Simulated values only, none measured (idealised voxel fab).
Process module under the name voxel local oxidation
Section shown: cut. Width: 250 nm. Cell size: 5 nm, square.
In what follows, cross-sections appear as grids of square cells, described through bands that run from the top down, where every band is one or more rows of cells.
The band entry comprises the height of the band's top followed by the height of its bottom, expressed in nm, and subsequently the band's materials from left to right, each stated together with its width in nm. Where a single material is marked with the word "full width", that material fills the band from edge to edge. The word "blank" represents empty space.
Heights are reckoned from 0. Under this level, the received wafer is all of one material. The bottommost band is open-ended downward, for example "0 -> down".
Top row gets the first number, bottom row gets the second, and each row in between changes by the same step: that is how a band width like "30 to 40" works.
Given "remained unchanged" for a step, no cell of the cross-section differs between before and after that step.
What "Closed cavity list" gives you is every empty space of 8 cells or more that is cut off from the top. Each appears as width x height at distance, with the distance taken from the left edge and width, height and distance all in nm.
It should be noted that, on the line of a given step, the content following the step's settings is a remark produced by the simulator itself with respect to that step.
overlay nm, on a step with a mask: how far to the right of its planned place the mask lay; to the left if negative
### Set out below are the planned steps of the process
1: RECEIVE: material Si
2: OXIDIZE: depth nm 5
3: CONFORMAL_DEP: material SiN, thk nm 10
4: DIRECTIONAL_DEP: material aC, thk nm 10
5: PATTERN: tone cover, mask id ACTIVE, material resist, width nm 90, thk nm 25, overlay nm 0
6: DIRECTIONAL_ETCH: etch materials aC, depth nm 10
7: STRIP: etch materials resist
8: DIRECTIONAL_ETCH: etch materials SiN, depth nm 10
9: STRIP: etch materials aC
10: SELECTIVE_ETCH: etch materials SiO2, depth nm 5
11: OXIDIZE: depth nm 10
12: STRIP: etch materials SiN
### Cross-section, incoming material, after step 1
    0 -> down  Si full width
    Closed cavity list: none
### End-of-module XS, first of two wafers, run as planned
    0 -> -5  85 nm blank; 80 nm SiO2; 85 nm blank
    -5 -> -15  95 nm SiO2; 60 nm Si; 95 nm SiO2
    -15 -> down  Si full width
    Closed cavity list: none
### Here's the second of our two wafers sectioned at module end. Same start as the first, same plan, but one mistake got made running it
    0 -> -5  85 nm blank; 80 nm SiO2; 85 nm blank
    -5 -> -25  105 nm SiO2; 40 nm Si; 105 nm SiO2
    -25 -> down  Si full width
    Closed cavity list: none
Processing error: step 11 did not happen as planned, as run it was OXIDIZE: depth nm 20
Final difference in cells, second wafer against first, listed per material as more or fewer: Si -92, SiO2 +92
